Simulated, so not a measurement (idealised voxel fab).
Proc. module: voxel released beams
Section shown: cut. Width: 155 nm. Cell size: 5 nm, square.
How to read a cross-section here: the picture is a grid of square cells, written as bands going from the top down, and any band can span one or more rows of cells. Band: top height; bottom height; in nm. Then, left to right: material with width in nm, for each material. "full width": a single material spanning edge to edge. "air": empty space. Height 0 is the level under which the wafer as received is all one material. The lowest band goes on downwards, as in "0 -> down". The two numbers in a width such as "30->40" mark its ends across the band: the first belongs to the top row of cells, the second to the bottom row, and from each row to the next the width moves by the same amount. "no change occurred", as given for a step, is the statement that not any cell of the cross-section underwent a change during that step. Any empty space of 8 cells or more lacking an open way to the top shows up in "Closed void entries" as width x height at distance, distance from the left edge, in nm. Heads up: the bit after the settings on a step's line is the simulator's remark on that step. overlay nm: for a step with a mask, the amount by which the mask lay right of where it was planned; a negative amount means left of it.
[The following list gives the planned process steps]
1: op RECEIVE | material Si
2: op CONFORMAL_DEP | material SiN | thk nm 5
3: op DIRECTIONAL_DEP | material SiO2 | thk nm 15
4: op MASKED_ETCH | tone open | mask id ANCHOR | width nm 35 | etch materials SiO2 | depth nm 15 | overlay nm 0
5: op CONFORMAL_DEP | material W | thk nm 15
6: op DIRECTIONAL_DEP | material aC | thk nm 15
7: op PATTERN | tone cover | mask id BEAM | material resist | width nm 90 | thk nm 30 | overlay nm 0
8: op DIRECTIONAL_ETCH | etch materials aC | depth nm 15
9: op STRIP | etch materials resist
10: op DIRECTIONAL_ETCH | etch materials W | depth nm 15
11: op STRIP | etch materials aC
12: op STRIP | etch materials SiO2
[On the first of the two wafers: run conducted according to plan]
[Cross-section, incoming material, after step 1]
> 0 -> down: Si full width
> Closed void entries: none
[Sectional view: wafer, after step 2]
> 5 -> 0: SiN full width
> Under 0: no change, same as before.
[Sectional view: wafer, after step 3]
> 20 -> 5: SiO2 full width
> Under 5: no change, same as before.
[Sectional view: wafer, after step 4]
> 20 -> 5: SiO2: 35 | air: 35 | SiO2: 85
> Under 5: no change, same as before.
[Sectional view: wafer, after step 5]
> 35 -> 20: W: 50 | air: 5 | W: 100
> 20 -> 5: SiO2: 35 | W: 35 | SiO2: 85
> Under 5: no change, same as before.
[Sectional view: wafer, after step 6]
> 50 -> 35: aC: 50 | air: 5 | aC: 100
> 35 -> 20: W: 50 | aC: 5 | W: 100
> Under 20: no change, same as before.
[Sectional view: wafer, after step 7]
> 80 -> 50: air: 30 | resist: 90 | air: 35
> 50 -> 35: aC: 50 | resist: 5 | aC: 100
> Under 35: no change, same as before.
[Sectional view: wafer, after step 8]
> 65 -> 50: air: 30 | resist: 90 | air: 35
> 50 -> 35: air: 30 | aC: 20 | resist: 5 | aC: 65 | air: 35
> Under 35: no change, same as before.
[Sectional view: wafer, after step 9]
> 50 -> 35: air: 30 | aC: 20 | air: 5 | aC: 65 | air: 35
> Under 35: no change, same as before.
[Sectional view: wafer, after step 10]
> 50 -> 35: air: 30 | aC: 20 | air: 5 | aC: 65 | air: 35
> 35 -> 20: air: 30 | W: 20 | aC: 5 | W: 65 | air: 35
> Under 20: no change, same as before.
[Sectional view: wafer, after step 11]
> 35 -> 20: air: 30 | W: 20 | air: 5 | W: 65 | air: 35
> Under 20: no change, same as before.
[Sectional view: wafer, after step 12]
> 35 -> 20: air: 30 | W: 20 | air: 5 | W: 65 | air: 35
> 20 -> 5: air: 35 | W: 35 | air: 85
> Under 5: no change, same as before.
[Second wafer, same starting conditions and recipe as the first, one mistake in executing it, nothing differs from the first up to and including step 3]
[Cross-section of the second wafer corresponding to the planned conclusion of step 4]
> 20 -> 5: air: 35 | SiO2: 35 | air: 85
> Under 5: no change, same as before.
[Cross-section of the second wafer corresponding to the planned conclusion of step 5]
> 35 -> 20: air: 20 | W: 65 | air: 70
> 20 -> 5: W: 35 | SiO2: 35 | W: 85
> Under 5: no change, same as before.
[Cross-section of the second wafer corresponding to the planned conclusion of step 6]
> 50 -> 35: air: 20 | aC: 65 | air: 70
> 35 -> 20: aC: 20 | W: 65 | aC: 70
> Under 20: no change, same as before.
[Cross-section of the second wafer corresponding to the planned conclusion of step 7]
> 80 -> 50: air: 30 | resist: 90 | air: 35
> 50 -> 35: air: 20 | aC: 65 | resist: 35 | air: 35
> Under 35: no change, same as before.
[Cross-section of the second wafer corresponding to the planned conclusion of step 8]
> 65 -> 50: air: 30 | resist: 90 | air: 35
> 50 -> 35: air: 30 | aC: 55 | resist: 35 | air: 35
> 35 -> 20: air: 20 | W: 65 | aC: 35 | air: 35
> Under 20: no change, same as before.
[Cross-section of the second wafer corresponding to the planned conclusion of step 9]
> 50 -> 35: air: 30 | aC: 55 | air: 70
> Under 35: no change, same as before.
[Cross-section of the second wafer corresponding to the planned conclusion of step 10]
> 50 -> 35: air: 30 | aC: 55 | air: 70
> 35 -> 20: air: 30 | W: 55 | aC: 35 | air: 35
> 20 -> 5: air: 20 | W: 15 | SiO2: 35 | W: 50 | air: 35
> Under 5: no change, same as before.
[Cross-section of the second wafer corresponding to the planned conclusion of step 11]
> 35 -> 20: air: 30 | W: 55 | air: 70
> Under 20: no change, same as before.
Cross-section of the second wafer corresponding to the planned conclusion of step 12: no change occurred
Finding, execution versus plan: step 4 did not use the planned setting and instead ran as op MASKED_ETCH | tone cover | mask id ANCHOR | width nm 35 | etch materials SiO2 | depth nm 15 | overlay nm 0
Final comparison by cell count, materials where the second wafer has more or fewer than the first: 21 more of SiO2
